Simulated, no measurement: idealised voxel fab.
The document below concerns the process module designated voxel quadruple lines.
For reference, the cross-section in this document is cut, with width 140 nm and square cells of 5 nm.
This document writes a cross-section as a grid whose cells are square, and gives it as bands, listed from the top down; one or more rows of cells form a band. Within each band entry, the heights of the top and of the bottom of the band appear first, in that order and in nm; the materials of the band then follow from left to right, each with its corresponding width in nm. The designation "throughout" on a single material indicates that it fills the band from edge to edge; the designation "air" indicates empty space. Basically, 0 is our baseline, since under it the wafer straight out of the box is all one material. The bottom band has no lower end and keeps on going down, so it looks like "0 nm and below". It should be noted that a width expressed as "30..40" varies in equal increments from row to row of cells within the band, taking the value of the first number at the top row and that of the second number at the bottom row. Given "no change occurred" for a step, no cell of the cross-section differs between before and after that step. "Closed cavities" contains a list of empty spaces, each no smaller than 8 cells and without an open way to the top, written in the form width x height at distance with the distance from the left edge and all three in nm. On a step's line, text after the settings is the simulator commenting on that step. You can add "overlay nm" to a step's line. For a step with a mask, it describes how far the mask lay to the right of its planned position, and a negative number describes a lay to the left.

### Intended process steps
1) RECEIVE with material Si
2) CONFORMAL_DEP with material SiO2, thk nm 5
3) DIRECTIONAL_DEP with material TiN, thk nm 10
4) DIRECTIONAL_DEP with material polySi, thk nm 15
5) DIRECTIONAL_DEP with material aC, thk nm 20
6) PATTERN with tone cover, mask id MANDREL, material resist, width nm 35, thk nm 25, overlay nm 0
7) DIRECTIONAL_ETCH with etch materials aC, depth nm 20
8) STRIP with etch materials resist
9) CONFORMAL_DEP with material SiO2, thk nm 15
10) DIRECTIONAL_ETCH with etch materials SiO2, depth nm 5
11) STRIP with etch materials aC
12) DIRECTIONAL_ETCH with etch materials polySi, depth nm 15
13) STRIP with etch materials SiO2
14) CONFORMAL_DEP with material SiCN, thk nm 10
15) DIRECTIONAL_ETCH with etch materials SiCN, depth nm 10
16) STRIP with etch materials polySi
17) DIRECTIONAL_ETCH with etch materials TiN, depth nm 10
18) STRIP with etch materials SiCN
19) FILL_DEP with material SiO2, thk nm 10
20) CMP with height nm 15
What sets these wafers apart? The depth nm at step 10. They all start alike, and the plan carries the first wafer's value.

### The first of several wafers, as received after step 1, seen in section
  0 nm and below: Si throughout
  Closed cavities: none

### The table below has one row for each wafer; a row shows, as of the end of the module, how many cells of each material the wafer has gained, marked (+), or lost, marked (-), since it was received, and then the wafer's closed voids
depth nm 5, +84 SiO2, Closed cavities: none
depth nm 10, +84 SiO2, Closed cavities: none
depth nm 15, +68 SiO2, +16 TiN, Closed cavities: none
depth nm 20, +68 SiO2, +16 TiN, Closed cavities: none
depth nm 25, +68 SiO2, +16 TiN, Closed cavities: none
depth nm 30, +68 SiO2, +16 TiN, Closed cavities: none
